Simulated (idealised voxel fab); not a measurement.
Process module heading - voxel lift off
It is cross-section cut that appears here, measuring 180 nm in width, its square cells being 5 nm in size.
Cross-section = grid of square cells, listed top down in bands; band = one or more rows. This entry defines a band. It first specifies the height of the band's top and the height of its bottom in nm, and then specifies the band's materials from left to right, stating each material with its width in nm. The word "all across" identifies a single material that fills the band from edge to edge, while the word "blank" identifies empty space. We count height from 0. Below that, the starting wafer is all one material. The lowest band never ends at the bottom but goes on down; see "top 0, no bottom" for how that is written. The width entry "30 to 40" should be interpreted row by row: the top row of cells in the band takes the first number, the bottom row takes the second number, and the change between adjacent rows is uniform throughout. "nothing different" for a step: no cell of the cross-section changed in that step. Cavities, closed: empty space of 8 cells or more with no open way to the top, each as width x height at its distance from the left edge, in nm. Anything after a step's settings on that line? It's the simulator's own note about the step. overlay nm: mask right of planned place by this much (step with mask). Neg. = left.

The following list gives the planned process steps:
step 1: RECEIVE with material Si
step 2: CONFORMAL_DEP with material Al2O3, thk nm 15
step 3: PATTERN with tone open, mask id LINES, material resist, width nm 15, pitch nm 50, thk nm 25, overlay nm 0
step 4: DIRECTIONAL_DEP with material Ru, thk nm 10
step 5: STRIP with etch materials resist
step 6: CONFORMAL_DEP with material SiN, thk nm 5
Quick note for whoever runs this: the wafers start identical, but the width nm at step 3 isn't the same across them. The plan just shows what the first wafer had.

As received, i.e. after step 1: cross-section through the first of several wafers:
- top 0, no bottom: Si all across
- Cavities, closed: none

Cross-section after step 6, the final step of the module, for the first of several wafers:
- top 30, bottom 25: 50 of blank / 25 of SiN / 25 of blank / 25 of SiN / 55 of blank
- top 25, bottom 20: 50 of blank / 5 of SiN / 15 of Ru / 5 of SiN / 25 of blank / 5 of SiN / 15 of Ru / 5 of SiN / 55 of blank
- top 20, bottom 15: 55 of SiN / 15 of Ru / 35 of SiN / 15 of Ru / 60 of SiN
- top 15, bottom 0: Al2O3 all across
- top 0, no bottom: Si all across
- Cavities, closed: none

End of module: cross-section, last of several wafers:
- top 30, bottom 25: 40 of blank / 45 of SiN / 5 of blank / 45 of SiN / 45 of blank
- top 25, bottom 20: 40 of blank / 5 of SiN / 35 of Ru / 5 of SiN / 5 of blank / 5 of SiN / 35 of Ru / 5 of SiN / 45 of blank
- top 20, bottom 15: 45 of SiN / 35 of Ru / 15 of SiN / 35 of Ru / 50 of SiN
- top 15, bottom 0: Al2O3 all across
- top 0, no bottom: Si all across
- Cavities, closed: none

The rows of the table below are wafers. Looking at the end of the module, a row counts, for every material, the cells the wafer has gained, shown as (+), or lost, shown as (-), since it was received; its closed voids come next:
width nm 15, +108 Al2O3, +12 Ru, +44 SiN, Cavities, closed: none
width nm 20, +108 Al2O3, +16 Ru, +44 SiN, Cavities, closed: none
width nm 25, +108 Al2O3, +20 Ru, +44 SiN, Cavities, closed: none
width nm 30, +108 Al2O3, +24 Ru, +44 SiN, Cavities, closed: none
width nm 35, +108 Al2O3, +28 Ru, +44 SiN, Cavities, closed: none
